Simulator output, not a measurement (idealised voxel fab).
process module | voxel double patterning
Shown is cross-section cut, with a width of 175 nm and square cells of size 5 nm.
Square cells in a grid make up a cross-section in this document, and the grid is given as bands, listed from the top down, each one or more rows of cells.
Band: top height; bottom height; in nm. Then, left to right: material with width in nm, for each material. "all across": a single material spanning edge to edge. "air": empty space.
Convention: height 0 is the level below which the wafer, as received, is all one material. The lowest band does not terminate at the bottom but continues downward, represented as "0 -> down".
The two numbers in a width such as "30..40" mark its ends across the band: the first belongs to the top row of cells, the second to the bottom row, and from each row to the next the width moves by the same amount.
Step marked "nothing different"? Then no cell in the cross-section changed in it.
"Enclosed void catalog" enumerates empty spaces isolated from the top, with no open way to it, that contain at least 8 cells, giving each as width x height at distance from the left edge, all three in nm.
On a step's line, text after the settings is the simulator commenting on that step.
"overlay nm" answers the question of how far to the right of plan the mask lay on a step that has a mask, and when it is negative the answer is to the left.

[List of planned process steps]
1,RECEIVE (material Si)
2,CONFORMAL_DEP (material SiN; thk nm 10)
3,DIRECTIONAL_DEP (material SiO2; thk nm 15)
4,DIRECTIONAL_DEP (material SiCN; thk nm 10)
5,DIRECTIONAL_DEP (material aC; thk nm 10)
6,PATTERN (tone open; mask id FIRST; material resist; width nm 15; pitch nm 50; thk nm 30; overlay nm 0)
7,DIRECTIONAL_ETCH (etch materials aC; depth nm 10)
8,STRIP (etch materials resist)
9,DIRECTIONAL_ETCH (etch materials SiCN; depth nm 10)
10,STRIP (etch materials aC)
11,MASKED_ETCH (tone open; mask id SECOND; width nm 15; pitch nm 50; etch materials SiCN; depth nm 10; overlay nm 0)
12,DIRECTIONAL_ETCH (etch materials SiO2; depth nm 15)
13,STRIP (etch materials SiCN)

[Wafer, first of two, run as planned]

[So this is the incoming wafer in cross-section - it's already been through step 1]
    0 -> down  Si all across
    Enclosed void catalog: none

[Cross-section: wafer state after step 2]
    10 -> 0  SiN all across
    Rest of section, below 0: as before.

[Cross-section: wafer state after step 3]
    25 -> 10  SiO2 all across
    Rest of section, below 10: as before.

[Cross-section: wafer state after step 4]
    35 -> 25  SiCN all across
    Rest of section, below 25: as before.

[Cross-section: wafer state after step 5]
    45 -> 35  aC all across
    Rest of section, below 35: as before.

[Cross-section: wafer state after step 6]
    75 -> 45  30 nm resist / 15 nm air / 35 nm resist / 15 nm air / 35 nm resist / 15 nm air / 30 nm resist
    Rest of section, below 45: as before.

[Cross-section: wafer state after step 7]
    65 -> 45  30 nm resist / 15 nm air / 35 nm resist / 15 nm air / 35 nm resist / 15 nm air / 30 nm resist
    45 -> 35  30 nm aC / 15 nm air / 35 nm aC / 15 nm air / 35 nm aC / 15 nm air / 30 nm aC
    Rest of section, below 35: as before.

[Cross-section: wafer state after step 8]
    45 -> 35  30 nm aC / 15 nm air / 35 nm aC / 15 nm air / 35 nm aC / 15 nm air / 30 nm aC
    Rest of section, below 35: as before.

[Cross-section: wafer state after step 9]
    45 -> 35  30 nm aC / 15 nm air / 35 nm aC / 15 nm air / 35 nm aC / 15 nm air / 30 nm aC
    35 -> 25  30 nm SiCN / 15 nm air / 35 nm SiCN / 15 nm air / 35 nm SiCN / 15 nm air / 30 nm SiCN
    Rest of section, below 25: as before.

[Cross-section: wafer state after step 10]
    35 -> 25  30 nm SiCN / 15 nm air / 35 nm SiCN / 15 nm air / 35 nm SiCN / 15 nm air / 30 nm SiCN
    Rest of section, below 25: as before.

[Cross-section: wafer state after step 11]
    35 -> 25  30 nm SiCN / 15 nm air / 10 nm SiCN / 15 nm air / 10 nm SiCN / 15 nm air / 10 nm SiCN / 15 nm air / 10 nm SiCN / 15 nm air / 30 nm SiCN
    Rest of section, below 25: as before.

[Cross-section: wafer state after step 12]
    35 -> 25  30 nm SiCN / 15 nm air / 10 nm SiCN / 15 nm air / 10 nm SiCN / 15 nm air / 10 nm SiCN / 15 nm air / 10 nm SiCN / 15 nm air / 30 nm SiCN
    25 -> 10  30 nm SiO2 / 15 nm air / 10 nm SiO2 / 15 nm air / 10 nm SiO2 / 15 nm air / 10 nm SiO2 / 15 nm air / 10 nm SiO2 / 15 nm air / 30 nm SiO2
    Rest of section, below 10: as before.

[Cross-section: wafer state after step 13]
    25 -> 10  30 nm SiO2 / 15 nm air / 10 nm SiO2 / 15 nm air / 10 nm SiO2 / 15 nm air / 10 nm SiO2 / 15 nm air / 10 nm SiO2 / 15 nm air / 30 nm SiO2
    Rest of section, below 10: as before.

[Second wafer. Start and plan as for the first. One mistake made in running. Agrees with the first up to and including step 1]

Here is the second wafer in cross-section at the point where step 2 of the plan should have been done: nothing different

[Here is the second wafer in cross-section at the point where step 3 of the plan should have been done]
    15 -> 0  SiO2 all across
    Rest of section, below 0: as before.

[Here is the second wafer in cross-section at the point where step 4 of the plan should have been done]
    25 -> 15  SiCN all across
    Rest of section, below 15: as before.

[Here is the second wafer in cross-section at the point where step 5 of the plan should have been done]
    35 -> 25  aC all across
    Rest of section, below 25: as before.

[Here is the second wafer in cross-section at the point where step 6 of the plan should have been done]
    65 -> 35  30 nm resist / 15 nm air / 35 nm resist / 15 nm air / 35 nm resist / 15 nm air / 30 nm resist
    Rest of section, below 35: as before.

[Here is the second wafer in cross-section at the point where step 7 of the plan should have been done]
    55 -> 35  30 nm resist / 15 nm air / 35 nm resist / 15 nm air / 35 nm resist / 15 nm air / 30 nm resist
    35 -> 25  30 nm aC / 15 nm air / 35 nm aC / 15 nm air / 35 nm aC / 15 nm air / 30 nm aC
    Rest of section, below 25: as before.

[Here is the second wafer in cross-section at the point where step 8 of the plan should have been done]
    35 -> 25  30 nm aC / 15 nm air / 35 nm aC / 15 nm air / 35 nm aC / 15 nm air / 30 nm aC
    Rest of section, below 25: as before.

[Here is the second wafer in cross-section at the point where step 9 of the plan should have been done]
    35 -> 25  30 nm aC / 15 nm air / 35 nm aC / 15 nm air / 35 nm aC / 15 nm air / 30 nm aC
    25 -> 15  30 nm SiCN / 15 nm air / 35 nm SiCN / 15 nm air / 35 nm SiCN / 15 nm air / 30 nm SiCN
    Rest of section, below 15: as before.

[Here is the second wafer in cross-section at the point where step 10 of the plan should have been done]
    25 -> 15  30 nm SiCN / 15 nm air / 35 nm SiCN / 15 nm air / 35 nm SiCN / 15 nm air / 30 nm SiCN
    Rest of section, below 15: as before.

[Here is the second wafer in cross-section at the point where step 11 of the plan should have been done]
    25 -> 15  30 nm SiCN / 15 nm air / 10 nm SiCN / 15 nm air / 10 nm SiCN / 15 nm air / 10 nm SiCN / 15 nm air / 10 nm SiCN / 15 nm air / 30 nm SiCN
    Rest of section, below 15: as before.

[Here is the second wafer in cross-section at the point where step 12 of the plan should have been done]
    25 -> 15  30 nm SiCN / 15 nm air / 10 nm SiCN / 15 nm air / 10 nm SiCN / 15 nm air / 10 nm SiCN / 15 nm air / 10 nm SiCN / 15 nm air / 30 nm SiCN
    15 -> 0  30 nm SiO2 / 15 nm air / 10 nm SiO2 / 15 nm air / 10 nm SiO2 / 15 nm air / 10 nm SiO2 / 15 nm air / 10 nm SiO2 / 15 nm air / 30 nm SiO2
    Rest of section, below 0: as before.

[Here is the second wafer in cross-section at the point where step 13 of the plan should have been done]
    15 -> 0  30 nm SiO2 / 15 nm air / 10 nm SiO2 / 15 nm air / 10 nm SiO2 / 15 nm air / 10 nm SiO2 / 15 nm air / 10 nm SiO2 / 15 nm air / 30 nm SiO2
    Rest of section, below 0: as before.
what went wrong: plan step 2 skipped
Per the end-of-run cell counts, the second wafer holds more or fewer of some materials than the first: SiN: 70 fewer
